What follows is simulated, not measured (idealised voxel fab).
process module | voxel gate over fins
cross-section cut | 165 nm wide | cells 5 nm
A cross-section is a grid of square cells, given in bands from the top down. A band is one or more rows of cells.
Each band's line starts with the height of the band's top and of its bottom, in nm. Then come its materials from left to right, each with its width in nm. One material with "throughout" fills the band from edge to edge. "air" is empty space.
Height 0 is the level under which the wafer as received is all one material. The lowest band goes on downwards, as in "0 down".
A width such as "30 to 40" changes by the same amount from each row of cells to the next, from the band's top row to its bottom row.
"no change" after a step means that no cell of the cross-section changed.
closed voids: empty space of 8 cells or more with no open way to the top, each as width x height at its distance from the left edge, in nm
after a step's settings: what the simulator itself notes on the step
overlay nm, on a step with a mask: how far to the right of its planned place the mask lay; to the left if negative
plan
1 op RECEIVE | material Si
2 op CONFORMAL_DEP | material SiN | thk nm 10
3 op MASKED_ETCH | tone cover | mask id FINS | width nm 15 | pitch nm 55 | etch materials SiN | depth nm 10 | overlay nm 0
4 op MASKED_ETCH | tone cover | mask id FINS | width nm 15 | pitch nm 55 | etch materials Si | depth nm 30 | overlay nm 0
5 op OXIDIZE | depth nm 5
6 op FILL_DEP | material SiO2 | thk nm 5
7 op CMP | height nm 10
8 op DIRECTIONAL_DEP | material aC | thk nm 10
9 op PATTERN | tone open | mask id RAIL | material resist | width nm 15 | thk nm 30 | overlay nm 0
10 op DIRECTIONAL_ETCH | etch materials aC | depth nm 10
11 op STRIP | etch materials resist
12 op DIRECTIONAL_ETCH | etch materials SiO2 | depth nm 35
13 op STRIP | etch materials aC
14 op CONFORMAL_DEP | material TiN | thk nm 5
15 op FILL_DEP | material W | thk nm 5
16 op CMP | height nm 10
17 op SELECTIVE_ETCH | etch materials W Ru TiN | depth nm 30
18 op FILL_DEP | material SiO2 | thk nm 5
19 op CMP | height nm 10
20 op SELECTIVE_ETCH | etch materials SiO2 | depth nm 20
21 op STRIP | etch materials SiN
22 op CONFORMAL_DEP | material HfO2 | thk nm 5
23 op CONFORMAL_DEP | material TiN | thk nm 5
24 op CONFORMAL_DEP | material TiAl | thk nm 5
25 op CONFORMAL_DEP | material TiN | thk nm 5
26 op FILL_DEP | material W | thk nm 10
27 op CMP | height nm 25
28 op CONFORMAL_DEP | material SiN | thk nm 10
first wafer, as planned
as received, after step 1
  0 down: Si throughout
  closed voids: none
after step 2
  10 to 0: SiN throughout
  below 0: unchanged
after step 3
  10 to 0: air 45 | SiN 15 | air 40 | SiN 15 | air 50
  below 0: unchanged
after step 4
  10 to 0: air 45 | SiN 15 | air 40 | SiN 15 | air 50
  0 to -30: air 45 | Si 15 | air 40 | Si 15 | air 50
  below -30: unchanged
after step 5
  10 to 0: air 45 | SiN 15 | air 40 | SiN 15 | air 50
  0 to -30: air 45 | SiO2 5 | Si 5 | SiO2 5 | air 40 | SiO2 5 | Si 5 | SiO2 5 | air 50
  -30 to -35: SiO2 50 | Si 5 | SiO2 50 | Si 5 | SiO2 55
  below -35: unchanged
after step 6
  15 to 10: SiO2 throughout
  10 to 0: SiO2 45 | SiN 15 | SiO2 40 | SiN 15 | SiO2 50
  0 to -35: SiO2 50 | Si 5 | SiO2 50 | Si 5 | SiO2 55
  below -35: unchanged
after step 7
  10 to 0: SiO2 45 | SiN 15 | SiO2 40 | SiN 15 | SiO2 50
  below 0: unchanged
after step 8
  20 to 10: aC throughout
  below 10: unchanged
after step 9
  50 to 20: resist 70 | air 15 | resist 80
  below 20: unchanged
after step 10
  40 to 20: resist 70 | air 15 | resist 80
  20 to 10: aC 70 | air 15 | aC 80
  below 10: unchanged
after step 11
  20 to 10: aC 70 | air 15 | aC 80
  below 10: unchanged
after step 12
  20 to 10: aC 70 | air 15 | aC 80
  10 to 0: SiO2 45 | SiN 15 | SiO2 10 | air 15 | SiO2 15 | SiN 15 | SiO2 50
  0 to -25: SiO2 50 | Si 5 | SiO2 15 | air 15 | SiO2 20 | Si 5 | SiO2 55
  below -25: unchanged
after step 13
  10 to 0: SiO2 45 | SiN 15 | SiO2 10 | air 15 | SiO2 15 | SiN 15 | SiO2 50
  below 0: unchanged
after step 14
  15 to 10: TiN 75 | air 5 | TiN 85
  10 to 0: SiO2 45 | SiN 15 | SiO2 10 | TiN 5 | air 5 | TiN 5 | SiO2 15 | SiN 15 | SiO2 50
  0 to -20: SiO2 50 | Si 5 | SiO2 15 | TiN 5 | air 5 | TiN 5 | SiO2 20 | Si 5 | SiO2 55
  -20 to -25: SiO2 50 | Si 5 | SiO2 15 | TiN 15 | SiO2 20 | Si 5 | SiO2 55
  below -25: unchanged
after step 15
  20 to 15: W throughout
  15 to 10: TiN 75 | W 5 | TiN 85
  10 to 0: SiO2 45 | SiN 15 | SiO2 10 | TiN 5 | W 5 | TiN 5 | SiO2 15 | SiN 15 | SiO2 50
  0 to -20: SiO2 50 | Si 5 | SiO2 15 | TiN 5 | W 5 | TiN 5 | SiO2 20 | Si 5 | SiO2 55
  below -20: unchanged
after step 16
  10 to 0: SiO2 45 | SiN 15 | SiO2 10 | TiN 5 | W 5 | TiN 5 | SiO2 15 | SiN 15 | SiO2 50
  below 0: unchanged
after step 17
  10 to 0: SiO2 45 | SiN 15 | SiO2 10 | air 15 | SiO2 15 | SiN 15 | SiO2 50
  0 to -20: SiO2 50 | Si 5 | SiO2 15 | air 15 | SiO2 20 | Si 5 | SiO2 55
  below -20: unchanged
after step 18
  15 to 10: SiO2 throughout
  10 to 0: SiO2 45 | SiN 15 | SiO2 40 | SiN 15 | SiO2 50
  0 to -20: SiO2 50 | Si 5 | SiO2 50 | Si 5 | SiO2 55
  below -20: unchanged
after step 19
  10 to 0: SiO2 45 | SiN 15 | SiO2 40 | SiN 15 | SiO2 50
  below 0: unchanged
after step 20
  10 to 0: air 45 | SiN 15 | air 40 | SiN 15 | air 50
  0 to -10: air 50 | Si 5 | air 50 | Si 5 | air 55
  below -10: unchanged
after step 21
  0 to -10: air 50 | Si 5 | air 50 | Si 5 | air 55
  below -10: unchanged
after step 22
  5 to 0: air 45 | HfO2 15 | air 40 | HfO2 15 | air 50
  0 to -5: air 45 | HfO2 5 | Si 5 | HfO2 5 | air 40 | HfO2 5 | Si 5 | HfO2 5 | air 50
  -5 to -10: HfO2 50 | Si 5 | HfO2 50 | Si 5 | HfO2 55
  below -10: unchanged
after step 23
  10 to 5: air 40 | TiN 25 | air 30 | TiN 25 | air 45
  5 to 0: air 40 | TiN 5 | HfO2 15 | TiN 5 | air 30 | TiN 5 | HfO2 15 | TiN 5 | air 45
  0 to -5: TiN 45 | HfO2 5 | Si 5 | HfO2 5 | TiN 40 | HfO2 5 | Si 5 | HfO2 5 | TiN 50
  below -5: unchanged
after step 24
  15 to 10: air 35 | TiAl 35 | air 20 | TiAl 35 | air 40
  10 to 5: air 35 | TiAl 5 | TiN 25 | TiAl 5 | air 20 | TiAl 5 | TiN 25 | TiAl 5 | air 40
  5 to 0: TiAl 40 | TiN 5 | HfO2 15 | TiN 5 | TiAl 30 | TiN 5 | HfO2 15 | TiN 5 | TiAl 45
  below 0: unchanged
after step 25
  20 to 15: air 30 | TiN 45 | air 10 | TiN 45 | air 35
  15 to 10: air 30 | TiN 5 | TiAl 35 | TiN 5 | air 10 | TiN 5 | TiAl 35 | TiN 5 | air 35
  10 to 5: TiN 35 | TiAl 5 | TiN 25 | TiAl 5 | TiN 20 | TiAl 5 | TiN 25 | TiAl 5 | TiN 40
  below 5: unchanged
after step 26
  30 to 20: W throughout
  20 to 15: W 30 | TiN 45 | W 10 | TiN 45 | W 35
  15 to 10: W 30 | TiN 5 | TiAl 35 | TiN 5 | W 10 | TiN 5 | TiAl 35 | TiN 5 | W 35
  below 10: unchanged
after step 27
  25 to 20: W throughout
  below 20: unchanged
after step 28
  35 to 25: SiN throughout
  below 25: unchanged
second wafer: like start, like plan, one mistake. Through step 22 it matches the first wafer
when step 23 should have ended
  10 to 5: air 40 | TiAl 25 | air 30 | TiAl 25 | air 45
  5 to 0: air 40 | TiAl 5 | HfO2 15 | TiAl 5 | air 30 | TiAl 5 | HfO2 15 | TiAl 5 | air 45
  0 to -5: TiAl 45 | HfO2 5 | Si 5 | HfO2 5 | TiAl 40 | HfO2 5 | Si 5 | HfO2 5 | TiAl 50
  below -5: unchanged
when step 24 should have ended
  15 to 10: air 35 | TiN 35 | air 20 | TiN 35 | air 40
  10 to 5: air 35 | TiN 5 | TiAl 25 | TiN 5 | air 20 | TiN 5 | TiAl 25 | TiN 5 | air 40
  5 to 0: TiN 40 | TiAl 5 | HfO2 15 | TiAl 5 | TiN 30 | TiAl 5 | HfO2 15 | TiAl 5 | TiN 45
  below 0: unchanged
when step 25 should have ended
  20 to 10: air 30 | TiN 45 | air 10 | TiN 45 | air 35
  10 to 5: TiN 40 | TiAl 25 | TiN 30 | TiAl 25 | TiN 45
  below 5: unchanged
when step 26 should have ended
  30 to 20: W throughout
  20 to 10: W 30 | TiN 45 | W 10 | TiN 45 | W 35
  below 10: unchanged
when step 27 should have ended
  25 to 20: W throughout
  below 20: unchanged
when step 28 should have ended
  35 to 25: SiN throughout
  below 25: unchanged
what went wrong: steps 23 and 24 were swapped
at the end the second wafer has, in cells: as many of each material as the first, in other places
